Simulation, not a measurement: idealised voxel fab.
The process module that follows is named voxel trench capacitor.
Square cells of 5 nm make up the cross-section cut, whose width is 245 nm.
This document writes a cross-section as a grid whose cells are square, and gives it as bands, listed from the top down; one or more rows of cells form a band. Heads up on the band format: heights come first, top then bottom, in nm. After that it's the materials left to right, each with its width in nm. A single material flagged "all across" fills the whole band edge to edge, and "blank" means there's empty space there. Height 0 is the level under which the wafer as received is all one material. The lowest band goes on downwards, as in "z 0 and below". A width such as "30->40" changes by the same amount from each row of cells to the next, from the band's top row to its bottom row. Take "nothing altered" at face value: in the step it is given for, the cross-section changed in none of its cells. Each empty space that has no open way to the top and spans at least 8 cells appears under "Closed void entries" as width x height at distance, the distance counted from the left edge, all in nm. What comes after the settings on a step's line is commentary from the simulator itself on that step. overlay nm: step with mask; distance mask lay right of planned place; negative value = left of planned place.

PLANNED PROCESS STEPS
step 1: RECEIVE: material Si
step 2: CONFORMAL_DEP: material SiN, thk nm 10
step 3: DIRECTIONAL_DEP: material aC, thk nm 10
step 4: PATTERN: tone open, mask id TRENCH, material resist, width nm 15, pitch nm 40, thk nm 30, overlay nm 0
step 5: DIRECTIONAL_ETCH: etch materials aC, depth nm 10
step 6: STRIP: etch materials resist
step 7: DIRECTIONAL_ETCH: etch materials SiN, depth nm 10
step 8: DIRECTIONAL_ETCH: etch materials Si, depth nm 35
step 9: STRIP: etch materials aC
step 10: CONFORMAL_DEP: material Al2O3, thk nm 5
step 11: FILL_DEP: material polySi, thk nm 10
step 12: CMP: height nm 10

AS-RECEIVED STATE OF THE WAFER IN CROSS-SECTION, EQUIVALENT TO POST-STEP 1
- z 0 and below  Si all across
- Closed void entries: none

CROSS-SECTION: FIRST OF TWO WAFERS, MODULE FINISHED, RUN ACCORDING TO PLAN
- z 10 to 0  SiN=75, then Al2O3=5, then polySi=5, then Al2O3=5, then SiN=25, then Al2O3=5, then polySi=5, then Al2O3=5, then SiN=25, then Al2O3=5, then polySi=5, then Al2O3=5, then SiN=75
- z 0 to -30  Si=75, then Al2O3=5, then polySi=5, then Al2O3=5, then Si=25, then Al2O3=5, then polySi=5, then Al2O3=5, then Si=25, then Al2O3=5, then polySi=5, then Al2O3=5, then Si=75
- z -30 to -35  Si=75, then Al2O3=15, then Si=25, then Al2O3=15, then Si=25, then Al2O3=15, then Si=75
- z -35 and below  Si all across
- Closed void entries: none

CROSS-SECTION OF THE LATTER OF THE TWO WAFERS AT MODULE COMPLETION. IT HAD AN IDENTICAL START AND AN IDENTICAL PLAN TO THE FORMER; IN RUNNING IT, ONE MISTAKE WAS MADE
- z 10 to 0  Al2O3 all across
- z 0 and below  Si all across
- Closed void entries: none
Against the plan, the run slipped here: planned and actual differ for step 2; actual: CONFORMAL_DEP: material Al2O3, thk nm 10
At the finish, the second wafer shows more or fewer cells for some materials than the first does: +41 Al2O3, +63 Si, -80 SiN, -24 polySi
